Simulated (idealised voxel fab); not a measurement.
Process module under the name voxel wiring stack
Section shown: cut. Width: 290 nm. Cell size: 5 nm, square.
Cross-section, as written here: a square-cell grid given band by band from the top down, where a band holds one or more rows of cells. Look at the band entry: it leads with the top's height and the bottom's height in nm. Then it lists the materials left to right, with a width in nm for each. The word "full width" on a single material says that material fills the band edge to edge. The word "air" is empty space. The reference from which all heights are counted is 0, the level beneath which the as-received wafer is entirely one material; the lowest band, having no lower bound, proceeds downward and is written after the example "0 down". You'd read "30 to 40" like this: the band's top row of cells is as wide as the first number, its bottom row is as wide as the second, and going down, every row changes width by the same amount as the row before did. "no alterations made", as given for a step, is the statement that not any cell of the cross-section underwent a change during that step. Any empty space of 8 cells or more lacking an open way to the top shows up in "Closed internal voids" as width x height at distance, distance from the left edge, in nm. Anything after a step's settings on that line? It's the simulator's own note about the step. overlay nm: on a step with a mask, how far right of its planned place the mask lay; negative means left.
-- Planned step list for the process
- 1: RECEIVE (material Si)
- 2: CONFORMAL_DEP (material SiO2; thk nm 10)
- 3: CONFORMAL_DEP (material SiN; thk nm 5)
- 4: DIRECTIONAL_DEP (material lowk; thk nm 15)
- 5: MASKED_ETCH (tone open; mask id METAL_1; width nm 20; pitch nm 50; etch materials lowk; depth nm 15; overlay nm 0)
- 6: MASKED_ETCH (tone open; mask id METAL_1; width nm 20; pitch nm 50; etch materials SiN; depth nm 5; overlay nm 0)
- 7: CONFORMAL_DEP (material TiN; thk nm 5)
- 8: FILL_DEP (material Cu; thk nm 5)
- 9: CMP (height nm 30)
- 10: CONFORMAL_DEP (material SiCN; thk nm 5)
- 11: DIRECTIONAL_DEP (material SiO2; thk nm 30)
- 12: PATTERN (tone open; mask id METAL_2_HOLES; material resist; width nm 15; pitch nm 50; thk nm 15; overlay nm -15)
- 13: DIRECTIONAL_ETCH (etch materials SiO2; depth nm 30)
- 14: STRIP (etch materials resist)
- 15: MASKED_ETCH (tone open; mask id METAL_2; width nm 20; pitch nm 50; etch materials SiO2; depth nm 15; overlay nm 0)
- 16: MASKED_ETCH (tone open; mask id METAL_2; width nm 20; pitch nm 50; etch materials SiCN; depth nm 5; overlay nm 0)
- 17: CONFORMAL_DEP (material TiN; thk nm 5)
- 18: FILL_DEP (material Cu; thk nm 5)
- 19: CMP (height nm 65)
- 20: CONFORMAL_DEP (material SiCN; thk nm 5)
The plan shows the overlay nm of step 12 as the first wafer had it; this setting differs between the wafers, which start out alike.
-- Received condition of the first of several wafers, sectioned: post-step 1
0 down = Si full width
Closed internal voids: none
-- At the end of the module, after its last step, step 20, the first of several wafers appears in cross-section as follows
70 to 65 = SiCN full width
65 to 55 = SiO2: 45 | TiN: 5 | Cu: 25 | TiN: 5 | SiO2: 15 | TiN: 5 | Cu: 25 | TiN: 5 | SiO2: 15 | TiN: 5 | Cu: 25 | TiN: 5 | SiO2: 15 | TiN: 5 | Cu: 25 | TiN: 5 | SiO2: 60
55 to 50 = SiO2: 45 | TiN: 5 | Cu: 5 | TiN: 25 | SiO2: 15 | TiN: 5 | Cu: 5 | TiN: 25 | SiO2: 15 | TiN: 5 | Cu: 5 | TiN: 25 | SiO2: 15 | TiN: 5 | Cu: 5 | TiN: 25 | SiO2: 60
50 to 40 = SiO2: 45 | TiN: 5 | Cu: 5 | TiN: 5 | SiO2: 35 | TiN: 5 | Cu: 5 | TiN: 5 | SiO2: 35 | TiN: 5 | Cu: 5 | TiN: 5 | SiO2: 35 | TiN: 5 | Cu: 5 | TiN: 5 | SiO2: 80
40 to 35 = SiO2: 45 | TiN: 15 | SiO2: 35 | TiN: 15 | SiO2: 35 | TiN: 15 | SiO2: 35 | TiN: 15 | SiO2: 80
35 to 30 = SiCN full width
30 to 15 = lowk: 60 | TiN: 5 | Cu: 10 | TiN: 5 | lowk: 30 | TiN: 5 | Cu: 10 | TiN: 5 | lowk: 30 | TiN: 5 | Cu: 10 | TiN: 5 | lowk: 30 | TiN: 5 | Cu: 10 | TiN: 5 | lowk: 60
15 to 10 = SiN: 60 | TiN: 20 | SiN: 30 | TiN: 20 | SiN: 30 | TiN: 20 | SiN: 30 | TiN: 20 | SiN: 60
10 to 0 = SiO2 full width
0 down = Si full width
Closed internal voids: none
-- Of the several wafers, the last: cross-section at the end of the module
70 to 65 = SiCN full width
65 to 55 = SiO2: 60 | TiN: 5 | Cu: 20 | TiN: 5 | SiO2: 20 | TiN: 5 | Cu: 20 | TiN: 5 | SiO2: 20 | TiN: 5 | Cu: 20 | TiN: 5 | SiO2: 20 | TiN: 5 | Cu: 20 | TiN: 5 | SiO2: 50
55 to 50 = SiO2: 60 | TiN: 20 | Cu: 5 | TiN: 5 | SiO2: 20 | TiN: 20 | Cu: 5 | TiN: 5 | SiO2: 20 | TiN: 20 | Cu: 5 | TiN: 5 | SiO2: 20 | TiN: 20 | Cu: 5 | TiN: 5 | SiO2: 50
50 to 40 = SiO2: 75 | TiN: 5 | Cu: 5 | TiN: 5 | SiO2: 35 | TiN: 5 | Cu: 5 | TiN: 5 | SiO2: 35 | TiN: 5 | Cu: 5 | TiN: 5 | SiO2: 35 | TiN: 5 | Cu: 5 | TiN: 5 | SiO2: 50
40 to 35 = SiO2: 75 | TiN: 15 | SiO2: 35 | TiN: 15 | SiO2: 35 | TiN: 15 | SiO2: 35 | TiN: 15 | SiO2: 50
35 to 30 = SiCN: 75 | TiN: 5 | SiCN: 45 | TiN: 5 | SiCN: 45 | TiN: 5 | SiCN: 45 | TiN: 5 | SiCN: 60
30 to 15 = lowk: 60 | TiN: 5 | Cu: 10 | TiN: 5 | lowk: 30 | TiN: 5 | Cu: 10 | TiN: 5 | lowk: 30 | TiN: 5 | Cu: 10 | TiN: 5 | lowk: 30 | TiN: 5 | Cu: 10 | TiN: 5 | lowk: 60
15 to 10 = SiN: 60 | TiN: 20 | SiN: 30 | TiN: 20 | SiN: 30 | TiN: 20 | SiN: 30 | TiN: 20 | SiN: 60
10 to 0 = SiO2 full width
0 down = Si full width
Closed internal voids: none
-- wafer rows; end of module; cells per material since receipt: (+) gained, (-) lost; then closed voids
overlay nm -15; +76 Cu; +116 SiCN; +42 SiN; +344 SiO2; +108 TiN; +126 lowk; Closed internal voids: none
overlay nm -10; +68 Cu; +112 SiCN; +42 SiN; +356 SiO2; +108 TiN; +126 lowk; Closed internal voids: none
overlay nm -5; +60 Cu; +108 SiCN; +42 SiN; +368 SiO2; +108 TiN; +126 lowk; Closed internal voids: none
overlay nm 0; +56 Cu; +104 SiCN; +42 SiN; +380 SiO2; +104 TiN; +126 lowk; Closed internal voids: none
overlay nm 5; +56 Cu; +104 SiCN; +42 SiN; +380 SiO2; +104 TiN; +126 lowk; Closed internal voids: none
overlay nm 10; +60 Cu; +108 SiCN; +42 SiN; +368 SiO2; +108 TiN; +126 lowk; Closed internal voids: none
overlay nm 15; +68 Cu; +112 SiCN; +42 SiN; +356 SiO2; +108 TiN; +126 lowk; Closed internal voids: none
